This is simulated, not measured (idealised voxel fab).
The process module that follows is named voxel tone inversion.
Cross-section cut spans 230 nm and uses square cells 5 nm in size.
Heads up, the way a cross-section reads in here is a grid of square cells, handed over as bands from the top down, with every band being one or more rows of cells. Band: top height; bottom height; in nm. Then, left to right: material with width in nm, for each material. "throughout": a single material spanning edge to edge. "blank": empty space. A quick word on heights: they are counted from 0, and under that level the wafer as it came to us is one material throughout. The lowest band is different from the rest in having no bottom; it simply continues downward, written as in "0..down". Quick explanation for "30 to 40": the width changes in equal steps down the rows of cells, from the first number in the band's top row to the second number in its bottom row. "all unchanged" means the step left every cell of the cross-section as it was. "Trapped cavities" means: voids of 8 cells or more that are shut off from the top with no open way through. Written width x height at distance, distance from the left edge, in nm. It should be noted that, on the line of a given step, the content following the step's settings is a remark produced by the simulator itself with respect to that step. A step's line can hold "overlay nm"; with a mask on that step, the setting says how far right of the planned place the mask lay, while a negative setting says it lay to the left.

-- These are the steps we planned for the process
1,RECEIVE | material Si
2,CONFORMAL_DEP | material SiN | thk nm 10
3,DIRECTIONAL_DEP | material polySi | thk nm 15
4,PATTERN | tone cover | mask id POSTS | material resist | width nm 15 | pitch nm 30 | thk nm 25 | overlay nm 0
5,DIRECTIONAL_ETCH | etch materials polySi | depth nm 15
6,STRIP | etch materials resist
7,FILL_DEP | material lowk | thk nm 10
8,CMP | height nm 25
9,STRIP | etch materials polySi
10,CONFORMAL_DEP | material TiN | thk nm 5
11,FILL_DEP | material W | thk nm 10
12,CMP | height nm 25
13,CONFORMAL_DEP | material SiCN | thk nm 5

-- Shown in cross-section is the wafer as received, that is, as it stands after step 1
  0..down: Si throughout
  Trapped cavities: none

-- End-of-module XS, first of two wafers, run as planned
  30..25: SiCN throughout
  25..15: lowk 60 / TiN 5 / W 5 / TiN 5 / lowk 15 / TiN 5 / W 5 / TiN 5 / lowk 15 / TiN 5 / W 5 / TiN 5 / lowk 15 / TiN 5 / W 5 / TiN 5 / lowk 65
  15..10: lowk 60 / TiN 15 / lowk 15 / TiN 15 / lowk 15 / TiN 15 / lowk 15 / TiN 15 / lowk 65
  10..0: SiN throughout
  0..down: Si throughout
  Trapped cavities: none

-- Here is the second of the two wafers cut open at the end of the module - same start, same plan as the first one, but we made one mistake running it
  30..25: SiCN throughout
  25..20: lowk 60 / TiN 5 / W 5 / TiN 5 / lowk 15 / TiN 5 / W 5 / TiN 5 / lowk 15 / TiN 5 / W 5 / TiN 5 / lowk 15 / TiN 5 / W 5 / TiN 5 / lowk 65
  20..15: lowk 60 / TiN 15 / lowk 15 / TiN 15 / lowk 15 / TiN 15 / lowk 15 / TiN 15 / lowk 65
  15..0: SiN throughout
  0..down: Si throughout
  Trapped cavities: none
Where did the run depart from the plan? step 2: run off-plan, actual operation and settings CONFORMAL_DEP | material SiN | thk nm 15
The closing comparison, in cells, has the second wafer with more or fewer of some materials than the first: SiN: 46 more; TiN: 8 fewer; W: 4 fewer; lowk: 34 fewer
